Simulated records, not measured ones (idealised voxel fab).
Process module in this document: voxel self aligned vias
Cross-section cut spans 155 nm and uses square cells 5 nm in size.
Bands, listed from the top down, are how a cross-section gets written in this document; the cross-section itself is a grid of square cells, and a band is one or more rows of them.
Top height, bottom height, nm. Materials left to right, width each, nm. Single material + "edge to edge" = fills band edge to edge. "blank" = empty.
Basically, 0 is our baseline, since under it the wafer straight out of the box is all one material. The bottom band has no lower end and keeps on going down, so it looks like "0 nm and below".
The expression "30..40" gives the width at the extremes of the band, the first number at its top row of cells and the second at its bottom row, with the width changing by equal amounts from each row to the next in between.
Step note "nothing got changed" = no cross-section cell changed.
"Fully enclosed voids" lists enclosed empty spaces (at least 8 cells, no open path upward to the top), each as width x height at distance from the left edge, in nm.
The remark found on a step's line after its settings is issued by the simulator itself and pertains to that step.
A step's line can hold "overlay nm"; with a mask on that step, the setting says how far right of the planned place the mask lay, while a negative setting says it lay to the left.
# plan
1. RECEIVE: material Si
2. CONFORMAL_DEP: material SiO2, thk nm 15
3. CONFORMAL_DEP: material SiCN, thk nm 5
4. DIRECTIONAL_DEP: material lowk, thk nm 30
5. MASKED_ETCH: tone open, mask id LINES, width nm 30, pitch nm 60, etch materials lowk, depth nm 30, overlay nm 0
6. CONFORMAL_DEP: material TiN, thk nm 5
7. FILL_DEP: material W, thk nm 5
8. CMP: height nm 50
9. SELECTIVE_ETCH: etch materials W Ru TiN, depth nm 5
10. FILL_DEP: material SiN, thk nm 10
11. CMP: height nm 50
12. DIRECTIONAL_DEP: material lowk, thk nm 20
13. DIRECTIONAL_DEP: material aC, thk nm 10
14. PATTERN: tone open, mask id VIAS, material resist, width nm 40, pitch nm 60, thk nm 25, overlay nm 0
15. DIRECTIONAL_ETCH: etch materials aC, depth nm 10
16. STRIP: etch materials resist
17. DIRECTIONAL_ETCH: etch materials lowk, depth nm 20
18. DIRECTIONAL_ETCH: etch materials SiN, depth nm 5
19. STRIP: etch materials aC
20. CONFORMAL_DEP: material TiN, thk nm 5
21. FILL_DEP: material Ru, thk nm 5
22. CMP: height nm 70
23. CONFORMAL_DEP: material SiN, thk nm 5
# Delivered wafer in cross-section: state after step 1
  0 nm and below | Si edge to edge
  Fully enclosed voids: none
# Run as planned - first of the two wafers cross-sectioned at the end of the module
  75 nm to 70 nm | SiN edge to edge
  70 nm to 55 nm | lowk 25 nm | TiN 5 nm | Ru 30 nm | TiN 5 nm | lowk 20 nm | TiN 5 nm | Ru 30 nm | TiN 5 nm | lowk 30 nm
  55 nm to 50 nm | lowk 25 nm | TiN 10 nm | Ru 20 nm | TiN 10 nm | lowk 20 nm | TiN 10 nm | Ru 20 nm | TiN 10 nm | lowk 30 nm
  50 nm to 45 nm | lowk 30 nm | TiN 30 nm | lowk 30 nm | TiN 30 nm | lowk 35 nm
  45 nm to 25 nm | lowk 30 nm | TiN 5 nm | W 20 nm | TiN 5 nm | lowk 30 nm | TiN 5 nm | W 20 nm | TiN 5 nm | lowk 35 nm
  25 nm to 20 nm | lowk 30 nm | TiN 30 nm | lowk 30 nm | TiN 30 nm | lowk 35 nm
  20 nm to 15 nm | SiCN edge to edge
  15 nm to 0 nm | SiO2 edge to edge
  0 nm and below | Si edge to edge
  Fully enclosed voids: none
# Cross-section, wafer two of two, end of module: same start and plan as wafer one, one error in execution
  75 nm to 70 nm | SiN edge to edge
  70 nm to 55 nm | lowk 25 nm | SiN 5 nm | Ru 30 nm | SiN 5 nm | lowk 20 nm | SiN 5 nm | Ru 30 nm | SiN 5 nm | lowk 30 nm
  55 nm to 50 nm | lowk 25 nm | SiN 10 nm | Ru 20 nm | SiN 10 nm | lowk 20 nm | SiN 10 nm | Ru 20 nm | SiN 10 nm | lowk 30 nm
  50 nm to 45 nm | lowk 30 nm | SiN 30 nm | lowk 30 nm | SiN 30 nm | lowk 35 nm
  45 nm to 25 nm | lowk 30 nm | TiN 5 nm | W 20 nm | TiN 5 nm | lowk 30 nm | TiN 5 nm | W 20 nm | TiN 5 nm | lowk 35 nm
  25 nm to 20 nm | lowk 30 nm | TiN 30 nm | lowk 30 nm | TiN 30 nm | lowk 35 nm
  20 nm to 15 nm | SiCN edge to edge
  15 nm to 0 nm | SiO2 edge to edge
  0 nm and below | Si edge to edge
  Fully enclosed voids: none
Here's what went sideways: step 20 was not run as planned; what actually ran was CONFORMAL_DEP: material SiN, thk nm 5
Materials where the second wafer ends with more or fewer cells than the first: SiN +32; TiN -32
